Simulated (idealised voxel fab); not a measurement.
Process module name: voxel released beams
For reference, the cross-section in this document is cut, with width 250 nm and square cells of 5 nm.
If you're reading a cross-section in this doc, picture square cells in a grid; it comes to you as bands, top ones listed first down to the bottom, and a band can be one or more rows of cells.
Quick guide to a band line: top height, bottom height (nm) up front; then every material left to right with its width in nm. Only one material and it's marked "everywhere"? Then it fills the band edge to edge. And "empty" just means empty space.
We count height from 0. Below that, the starting wafer is all one material. The lowest band never ends at the bottom but goes on down; see "top 0, no bottom" for how that is written.
Think of "30 to 40" as a width that walks from the first number to the second as you go down the band, top row to bottom row, taking equal-sized steps from row to row.
"nothing changed" for a step: no cell of the cross-section changed in that step.
"Fully closed voids" contains a list of empty spaces, each no smaller than 8 cells and without an open way to the top, written in the form width x height at distance with the distance from the left edge and all three in nm.
Read whatever lies past the settings on a step's line as the simulator's own remark about the step.
Each step line may optionally specify "overlay nm", which for a step with a mask gives the rightward distance between the mask's planned place and where it lay, a negative value indicating the leftward direction.
The steps planned for the process are as follows:
- 1: RECEIVE (material Si)
- 2: CONFORMAL_DEP (material SiN; thk nm 5)
- 3: DIRECTIONAL_DEP (material SiO2; thk nm 10)
- 4: MASKED_ETCH (tone open; mask id ANCHOR; width nm 40; etch materials SiO2; depth nm 10; overlay nm 0)
- 5: CONFORMAL_DEP (material polySi; thk nm 15)
- 6: DIRECTIONAL_DEP (material aC; thk nm 10)
- 7: PATTERN (tone cover; mask id BEAM; material resist; width nm 115; thk nm 25; overlay nm 0)
- 8: DIRECTIONAL_ETCH (etch materials aC; depth nm 10)
- 9: STRIP (etch materials resist)
- 10: DIRECTIONAL_ETCH (etch materials polySi; depth nm 15)
- 11: STRIP (etch materials aC)
- 12: STRIP (etch materials SiO2)
The first of the two wafers, which ran as planned:
Here's what the wafer looked like in cross-section when it arrived - that's after step 1:
- top 0, no bottom = Si everywhere
- Fully closed voids: none
Step 2 done - wafer cross-section:
- top 5, bottom 0 = SiN everywhere
- Under the height 0 nothing was changed.
Step 3 done - wafer cross-section:
- top 15, bottom 5 = SiO2 everywhere
- Under the height 5 nothing was changed.
Step 4 done - wafer cross-section:
- top 15, bottom 5 = SiO2 (70) | empty (40) | SiO2 (140)
- Under the height 5 nothing was changed.
Step 5 done - wafer cross-section:
- top 30, bottom 20 = polySi (85) | empty (10) | polySi (155)
- top 20, bottom 15 = polySi everywhere
- top 15, bottom 5 = SiO2 (70) | polySi (40) | SiO2 (140)
- Under the height 5 nothing was changed.
Step 6 done - wafer cross-section:
- top 40, bottom 30 = aC (85) | empty (10) | aC (155)
- top 30, bottom 20 = polySi (85) | aC (10) | polySi (155)
- Under the height 20 nothing was changed.
Step 7 done - wafer cross-section:
- top 65, bottom 40 = empty (65) | resist (115) | empty (70)
- top 40, bottom 30 = aC (85) | resist (10) | aC (155)
- Under the height 30 nothing was changed.
Step 8 done - wafer cross-section:
- top 55, bottom 40 = empty (65) | resist (115) | empty (70)
- top 40, bottom 30 = empty (65) | aC (20) | resist (10) | aC (85) | empty (70)
- Under the height 30 nothing was changed.
Step 9 done - wafer cross-section:
- top 40, bottom 30 = empty (65) | aC (20) | empty (10) | aC (85) | empty (70)
- Under the height 30 nothing was changed.
Step 10 done - wafer cross-section:
- top 40, bottom 30 = empty (65) | aC (20) | empty (10) | aC (85) | empty (70)
- top 30, bottom 20 = empty (65) | polySi (20) | aC (10) | polySi (85) | empty (70)
- top 20, bottom 15 = empty (65) | polySi (115) | empty (70)
- Under the height 15 nothing was changed.
Step 11 done - wafer cross-section:
- top 30, bottom 20 = empty (65) | polySi (20) | empty (10) | polySi (85) | empty (70)
- Under the height 20 nothing was changed.
Step 12 done - wafer cross-section:
- top 30, bottom 20 = empty (65) | polySi (20) | empty (10) | polySi (85) | empty (70)
- top 20, bottom 15 = empty (65) | polySi (115) | empty (70)
- top 15, bottom 5 = empty (70) | polySi (40) | empty (140)
- Under the height 5 nothing was changed.
Second wafer, same starting conditions and recipe as the first, one mistake in executing it, nothing differs from the first up to and including step 5:
The second wafer in cross-section, at the planned close of step 6:
- top 40, bottom 30 = polySi (85) | empty (10) | polySi (155)
- top 30, bottom 15 = polySi everywhere
- Under the height 15 nothing was changed.
The second wafer in cross-section, at the planned close of step 7:
- top 65, bottom 40 = empty (65) | resist (115) | empty (70)
- top 40, bottom 30 = polySi (85) | resist (10) | polySi (155)
- Under the height 30 nothing was changed.
The second wafer in cross-section, at the planned close of step 8:
- top 55, bottom 40 = empty (65) | resist (115) | empty (70)
- Under the height 40 nothing was changed.
The second wafer in cross-section, at the planned close of step 9:
- top 40, bottom 30 = polySi (85) | empty (10) | polySi (155)
- Under the height 30 nothing was changed.
The second wafer in cross-section, at the planned close of step 10:
- top 25, bottom 15 = polySi (85) | empty (10) | polySi (155)
- Under the height 15 nothing was changed.
The second wafer in cross-section, at the planned close of step 11: nothing changed
The second wafer in cross-section, at the planned close of step 12: nothing changed
What broke from the plan during processing? step 6 was not run as planned; what actually ran was DIRECTIONAL_DEP (material polySi; thk nm 10)
Wrapping up, a cell-based count of both wafers puts the second over or under the first for these materials: SiO2: 84 more; polySi: 31 more
